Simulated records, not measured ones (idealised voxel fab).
Title: Process Module voxel tone inversion
Section shown: cut. Width: 170 nm. Cell size: 5 nm, square.
Cross-section spec: square-cell grid; bands listed top down; each band is one or more rows. Top height, bottom height, nm. Materials left to right, width each, nm. Single material + "all across" = fills band edge to edge. "air" = empty. Beneath 0, the wafer as received is one material, and that level is where height counting begins. The lowest band goes on downward without a bottom; it is written like "0 down". A width such as "30..40" changes by the same amount from each row of cells to the next, from the band's top row to its bottom row. Key: "all unchanged" - step with no changed cell in the cross-section. "Closed empty spaces": empty spaces of 8 cells or more with no open way to the top, each given as width x height at distance, distance from the left edge, all in nm. What comes after the settings on a step's line is commentary from the simulator itself on that step. On any step carrying a mask, the "overlay nm" setting, if present on the step's line, tells how far right of its planned place the mask lay; negative values point to the left.

### So here's the lineup of process steps we planned
1) RECEIVE with material Si
2) CONFORMAL_DEP with material SiN, thk nm 10
3) DIRECTIONAL_DEP with material aC, thk nm 25
4) PATTERN with tone cover, mask id POSTS, material resist, width nm 25, pitch nm 40, thk nm 30, overlay nm 0
5) DIRECTIONAL_ETCH with etch materials aC, depth nm 25
6) STRIP with etch materials resist
7) FILL_DEP with material lowk, thk nm 10
8) CMP with height nm 35
9) STRIP with etch materials aC
10) CONFORMAL_DEP with material TiN, thk nm 5
11) FILL_DEP with material Ru, thk nm 10
12) CMP with height nm 35
13) CONFORMAL_DEP with material SiCN, thk nm 5

### This is the cross-section of the wafer as we received it, i.e. after step 1
	0 down = Si all across
	Closed empty spaces: none

### Here's the wafer cut in cross-section after the module, started and planned just like above, except one thing was done wrong in the run
	40 to 35 = SiCN all across
	35 to 15 = lowk: 30 | TiN: 5 | SiN: 15 | TiN: 5 | lowk: 15 | TiN: 5 | SiN: 15 | TiN: 5 | lowk: 15 | TiN: 5 | SiN: 15 | TiN: 5 | lowk: 35
	15 to 10 = lowk: 30 | TiN: 25 | lowk: 15 | TiN: 25 | lowk: 15 | TiN: 25 | lowk: 35
	10 to 0 = SiN all across
	0 down = Si all across
	Closed empty spaces: none
Want to know what went wrong? not per plan at step 11, really ran FILL_DEP with material SiN, thk nm 10
